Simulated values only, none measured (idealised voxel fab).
This is a process module. Its name is voxel transistor to metal.
This is section cut - it's 300 nm across, gridded in 5 nm square cells.
Notation: cross-section as square-cell grid; stated in bands, top first, going down; one or more cell rows per band.
In this notation a band is specified by the heights of its top and bottom, in that order and in nm, after which its materials appear from left to right, each paired with its width in nm. The word "edge to edge" attached to a single material means that material fills the band from edge to edge; the word "air" stands for empty space.
The reference from which all heights are counted is 0, the level beneath which the as-received wafer is entirely one material; the lowest band, having no lower bound, proceeds downward and is written after the example "from 0 down".
Width "30 to 40": first value at the band's top row of cells, second value at its bottom row, equal change from row to row.
The cross-section has no changed cell in any step marked "all unchanged".
Reported under the label "Enclosed voids" are the empty spaces having no open way to the top and comprising 8 cells or more; the notation for each is width x height at distance, in which the distance is measured from the left edge and all three values are in nm.
Heads up: the bit after the settings on a step's line is the simulator's remark on that step.
The optional step-line setting "overlay nm" applies to steps with a mask and quantifies how far to the right of its planned location the mask lay, a negative value indicating leftward placement.

## List of planned process steps
1 RECEIVE, material Si
2 OXIDIZE, depth nm 5
3 CONFORMAL_DEP, material SiN, thk nm 10
4 MASKED_ETCH, tone cover, mask id ACTIVE, width nm 110, pitch nm 130, etch materials SiN, depth nm 10, overlay nm -15
5 MASKED_ETCH, tone cover, mask id ACTIVE, width nm 110, pitch nm 130, etch materials SiO2, depth nm 5, overlay nm 0
6 MASKED_ETCH, tone cover, mask id ACTIVE, width nm 110, pitch nm 130, etch materials Si, depth nm 20, overlay nm 0
7 FILL_DEP, material SiO2, thk nm 5
8 CMP, height nm 10
9 SELECTIVE_ETCH, etch materials SiO2, depth nm 10
10 STRIP, etch materials SiN
11 SELECTIVE_ETCH, etch materials SiO2, depth nm 5
12 OXIDIZE, depth nm 5
13 DIRECTIONAL_DEP, material polySi, thk nm 20
14 DIRECTIONAL_DEP, material SiCN, thk nm 10
15 DIRECTIONAL_DEP, material aC, thk nm 15
16 PATTERN, tone cover, mask id GATE, material resist, width nm 30, pitch nm 130, thk nm 30, overlay nm 0
17 DIRECTIONAL_ETCH, etch materials aC, depth nm 15
18 STRIP, etch materials resist
19 DIRECTIONAL_ETCH, etch materials SiCN, depth nm 20
20 DIRECTIONAL_ETCH, etch materials polySi, depth nm 30
21 STRIP, etch materials aC
22 CONFORMAL_DEP, material SiO2, thk nm 5
23 DIRECTIONAL_ETCH, etch materials SiO2, depth nm 5
24 CONFORMAL_DEP, material SiN, thk nm 5
25 DIRECTIONAL_ETCH, etch materials SiN, depth nm 5
26 DIRECTIONAL_ETCH, etch materials SiO2, depth nm 5
27 DIRECTIONAL_ETCH, etch materials Si, depth nm 15
28 EPI, material SiGe, thk nm 15
29 FILL_DEP, material SiO2, thk nm 10
30 CMP, height nm 15
31 STRIP, etch materials polySi
32 SELECTIVE_ETCH, etch materials SiO2, depth nm 5
33 CONFORMAL_DEP, material HfO2, thk nm 5
34 CONFORMAL_DEP, material TiN, thk nm 5
35 FILL_DEP, material W, thk nm 10
36 CMP, height nm 10
37 DIRECTIONAL_DEP, material SiO2, thk nm 10
38 MASKED_ETCH, tone open, mask id CONTACT, width nm 15, etch materials SiO2, depth nm 30, overlay nm 0
39 CONFORMAL_DEP, material TiN, thk nm 5
40 FILL_DEP, material W, thk nm 5
41 CMP, height nm 20
42 CONFORMAL_DEP, material SiCN, thk nm 5
43 DIRECTIONAL_DEP, material SiO2, thk nm 15
44 DIRECTIONAL_DEP, material aC, thk nm 15
45 PATTERN, tone open, mask id METAL_1, material resist, width nm 15, thk nm 35, overlay nm 0
46 DIRECTIONAL_ETCH, etch materials aC, depth nm 15
47 STRIP, etch materials resist
48 DIRECTIONAL_ETCH, etch materials SiO2, depth nm 15
49 DIRECTIONAL_ETCH, etch materials SiCN, depth nm 5
50 STRIP, etch materials aC
51 CONFORMAL_DEP, material TiN, thk nm 5
52 FILL_DEP, material W, thk nm 10
53 CMP, height nm 40
54 CONFORMAL_DEP, material SiN, thk nm 5
Be aware that, although all wafers share a common starting state, the overlay nm at step 4 differs among them, and the plan displays the first wafer's value.

## Cut through the first of several wafers as received, post step 1
- from 0 down  Si edge to edge
- Enclosed voids: none

## Per-wafer rows below. For each material: cells gained (+) or lost (-) since the wafer was received, as of end of module. Then: closed voids
overlay nm -15 | +28 HfO2 | -240 Si | +48 SiCN | +126 SiGe | +72 SiN | +374 SiO2 | +96 TiN | +36 W | Enclosed voids: none
overlay nm -10 | +28 HfO2 | -240 Si | +48 SiCN | +120 SiGe | +72 SiN | +380 SiO2 | +96 TiN | +36 W | Enclosed voids: none
overlay nm -5 | +28 HfO2 | -240 Si | +48 SiCN | +114 SiGe | +72 SiN | +386 SiO2 | +96 TiN | +36 W | Enclosed voids: none
overlay nm 0 | +28 HfO2 | -240 Si | +48 SiCN | +108 SiGe | +72 SiN | +392 SiO2 | +96 TiN | +36 W | Enclosed voids: none
overlay nm 5 | +28 HfO2 | -240 Si | +48 SiCN | +114 SiGe | +72 SiN | +386 SiO2 | +96 TiN | +36 W | Enclosed voids: none
overlay nm 10 | +28 HfO2 | -240 Si | +48 SiCN | +120 SiGe | +72 SiN | +380 SiO2 | +96 TiN | +36 W | Enclosed voids: none
overlay nm 15 | +28 HfO2 | -240 Si | +48 SiCN | +126 SiGe | +72 SiN | +374 SiO2 | +96 TiN | +36 W | Enclosed voids: none
